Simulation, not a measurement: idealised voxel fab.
Name of the process module below: voxel self aligned vias
cross-section cut | 235 nm wide | cells 5 nm
For the purposes of this document, a cross-section shall be understood as a grid of square cells, specified as bands listed in top-to-bottom order, each band consisting of one or more rows of cells.
Basically the band line says how high the top is and how high the bottom is, in nm, and then what's in it from left to right, every material with its width in nm. Empty space shows up as "air", and if a single material carries "full width" it runs the full band edge to edge.
Heights from 0 (as-received wafer is one material below). Bottom band endless downward, as "from 0 down".
Note: "30->40" means the width goes from the first number (top row of the band) to the second number (bottom row) in equal steps per row of cells.
Basically "left unchanged" means that step didn't change any cell in the cross-section.
"Catalogued sealed voids": sealed empty spaces, 8 cells or more, no open way to top, listed width x height at distance, with distance from the left edge and width, height and distance in nm.
Note: text after step settings on the step line = simulator remark on that step.
The setting "overlay nm" may be written on the line of a step. When the step uses a mask, the value reports how far to the right of the planned place the mask lay, and a negative value reports that it lay to the left.
# The process steps that were planned are listed below
step 1: RECEIVE with material Si
step 2: CONFORMAL_DEP with material SiO2, thk nm 10
step 3: CONFORMAL_DEP with material SiCN, thk nm 5
step 4: DIRECTIONAL_DEP with material lowk, thk nm 30
step 5: DIRECTIONAL_DEP with material aC, thk nm 10
step 6: PATTERN with tone open, mask id LINES, material resist, width nm 20, pitch nm 55, thk nm 30, overlay nm 0
step 7: DIRECTIONAL_ETCH with etch materials aC, depth nm 10
step 8: STRIP with etch materials resist
step 9: DIRECTIONAL_ETCH with etch materials lowk, depth nm 30
step 10: STRIP with etch materials aC
step 11: CONFORMAL_DEP with material TiN, thk nm 5
step 12: FILL_DEP with material Ru, thk nm 10
step 13: CMP with height nm 45
step 14: SELECTIVE_ETCH with etch materials W Ru TiN, depth nm 10
step 15: FILL_DEP with material SiN, thk nm 10
step 16: CMP with height nm 45
step 17: DIRECTIONAL_DEP with material lowk, thk nm 15
step 18: PATTERN with tone open, mask id VIAS, material resist, width nm 30, pitch nm 110, thk nm 15, overlay nm 0
step 19: DIRECTIONAL_ETCH with etch materials lowk, depth nm 15
step 20: DIRECTIONAL_ETCH with etch materials SiN, depth nm 10
step 21: STRIP with etch materials resist
step 22: CONFORMAL_DEP with material TiN, thk nm 5
step 23: FILL_DEP with material Cu, thk nm 5
step 24: CMP with height nm 60
step 25: CONFORMAL_DEP with material SiN, thk nm 5
# Step 1 complete: cross-section of the wafer as received
from 0 down  Si full width
Catalogued sealed voids: none
# One mistake in running the module, otherwise start and plan as above: cross-section at the end
from 65 to 60  SiN full width
from 60 to 50  lowk=45 | TiN=5 | Cu=25 | TiN=5 | lowk=75 | TiN=5 | Cu=25 | TiN=5 | lowk=45
from 50 to 45  lowk=45 | TiN=10 | Cu=10 | TiN=15 | lowk=75 | TiN=10 | Cu=10 | TiN=15 | lowk=45
from 45 to 40  lowk=50 | TiN=5 | Cu=10 | TiN=5 | lowk=35 | SiN=20 | lowk=35 | TiN=5 | Cu=10 | TiN=5 | lowk=55
from 40 to 35  lowk=50 | TiN=20 | lowk=35 | SiN=20 | lowk=35 | TiN=20 | lowk=55
from 35 to 20  lowk=50 | TiN=5 | Ru=10 | TiN=5 | lowk=35 | TiN=5 | Ru=10 | TiN=5 | lowk=35 | TiN=5 | Ru=10 | TiN=5 | lowk=55
from 20 to 15  lowk=50 | TiN=20 | lowk=35 | TiN=20 | lowk=35 | TiN=20 | lowk=55
from 15 to 10  SiCN full width
from 10 to 0  SiO2 full width
from 0 down  Si full width
Catalogued sealed voids: none
Plan not followed: heads up, step 18 didn't go per plan, it actually ran as PATTERN with tone open, mask id VIAS, material resist, width nm 35, pitch nm 110, thk nm 15, overlay nm 0
